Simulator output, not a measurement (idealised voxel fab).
process module | voxel capacitor over wiring
cross-section cut | 175 nm wide | cells 5 nm
A cross-section is a grid of square cells, given in bands from the top down. A band is one or more rows of cells.
Each band's line starts with the height of the band's top and of its bottom, in nm. Then come its materials from left to right, each with its width in nm. One material with "throughout" fills the band from edge to edge. "air" is empty space.
Height 0 is the level under which the wafer as received is all one material. The lowest band goes on downwards, as in "0 down".
A width such as "30 to 40" changes by the same amount from each row of cells to the next, from the band's top row to its bottom row.
"no change" after a step means that no cell of the cross-section changed.
closed voids: empty space of 8 cells or more with no open way to the top, each as width x height at its distance from the left edge, in nm
after a step's settings: what the simulator itself notes on the step
overlay nm, on a step with a mask: how far to the right of its planned place the mask lay; to the left if negative
plan
1 op RECEIVE | material Si
2 op CONFORMAL_DEP | material SiO2 | thk nm 10
3 op DIRECTIONAL_DEP | material TiN | thk nm 5
4 op DIRECTIONAL_DEP | material W | thk nm 20
5 op DIRECTIONAL_DEP | material aC | thk nm 10
6 op PATTERN | tone cover | mask id METAL_1 | material resist | width nm 30 | pitch nm 80 | thk nm 25 | overlay nm 0
7 op DIRECTIONAL_ETCH | etch materials aC | depth nm 10
8 op STRIP | etch materials resist
9 op DIRECTIONAL_ETCH | etch materials W | depth nm 20
10 op DIRECTIONAL_ETCH | etch materials TiN | depth nm 5
11 op STRIP | etch materials aC
12 op CONFORMAL_DEP | material SiCN | thk nm 5
13 op FILL_DEP | material lowk | thk nm 10
14 op CMP | height nm 35
15 op CONFORMAL_DEP | material SiCN | thk nm 5
16 op DIRECTIONAL_DEP | material lowk | thk nm 10
17 op PATTERN | tone open | mask id PLUG_1 | material resist | width nm 15 | thk nm 15 | overlay nm 0
18 op DIRECTIONAL_ETCH | etch materials lowk | depth nm 10
19 op DIRECTIONAL_ETCH | etch materials SiCN | depth nm 5
20 op STRIP | etch materials resist
21 op EPI | material Ru | thk nm 10
22 op EPI | material Ru | thk nm 5
23 op DIRECTIONAL_DEP | material TiN | thk nm 10
24 op DIRECTIONAL_DEP | material SiN | thk nm 5
25 op DIRECTIONAL_DEP | material TiN | thk nm 10
26 op PATTERN | tone cover | mask id UPPER_PLATE | material resist | width nm 55 | thk nm 15 | overlay nm 0
27 op DIRECTIONAL_ETCH | etch materials TiN | depth nm 10
28 op DIRECTIONAL_ETCH | etch materials SiN | depth nm 5
29 op STRIP | etch materials resist
30 op MASKED_ETCH | tone cover | mask id LOWER_PLATE | width nm 65 | etch materials TiN | depth nm 10 | overlay nm 0
31 op FILL_DEP | material SiO2 | thk nm 20
32 op CMP | height nm 90
33 op PATTERN | tone open | mask id PLUG_2 | material resist | width nm 15 | thk nm 15 | overlay nm 0
34 op DIRECTIONAL_ETCH | etch materials SiO2 | depth nm 15
35 op STRIP | etch materials resist
36 op CONFORMAL_DEP | material TiN | thk nm 5
37 op FILL_DEP | material Ru | thk nm 10
38 op CMP | height nm 90
39 op CONFORMAL_DEP | material SiCN | thk nm 5
as received, after step 1
  0 down: Si throughout
  closed voids: none
first wafer at the end, as planned
  95 to 90: SiCN throughout
  90 to 80: SiO2 55 | TiN 5 | Ru 5 | TiN 5 | SiO2 105
  80 to 75: SiO2 55 | TiN 15 | SiO2 105
  75 to 65: SiO2 45 | TiN 55 | SiO2 75
  65 to 60: SiO2 45 | SiN 55 | SiO2 75
  60 to 50: SiO2 40 | TiN 65 | SiO2 70
  50 to 40: lowk 45 | Ru 15 | lowk 115
  40 to 35: SiCN 45 | Ru 15 | SiCN 115
  35 to 15: lowk 25 | SiCN 5 | W 30 | SiCN 5 | lowk 40 | SiCN 5 | W 30 | SiCN 5 | lowk 30
  15 to 10: SiCN 30 | TiN 30 | SiCN 50 | TiN 30 | SiCN 35
  10 to 0: SiO2 throughout
  0 down: Si throughout
  closed voids: none
second wafer at the end: like start, like plan, one mistake
  95 to 90: SiCN throughout
  90 to 80: SiO2 55 | TiN 5 | Ru 5 | TiN 5 | SiO2 105
  80 to 75: SiO2 55 | TiN 15 | SiO2 105
  75 to 65: SiO2 45 | TiN 55 | SiO2 75
  65 to 60: SiO2 45 | SiN 55 | SiO2 75
  60 to 50: SiO2 40 | TiN 65 | SiO2 70
  50 to 40: lowk 45 | Ru 15 | lowk 115
  40 to 35: SiCN 45 | Ru 15 | SiCN 115
  35 to 15: SiCN 30 | W 30 | SiCN 50 | W 30 | SiCN 35
  15 to 10: SiCN 30 | TiN 30 | SiCN 50 | TiN 30 | SiCN 35
  10 to 0: SiO2 throughout
  0 down: Si throughout
  closed voids: none
what went wrong: step 13 ran as: op FILL_DEP | material SiCN | thk nm 10
at the end the second wafer has, in cells: 76 more of SiCN | 76 fewer of lowk
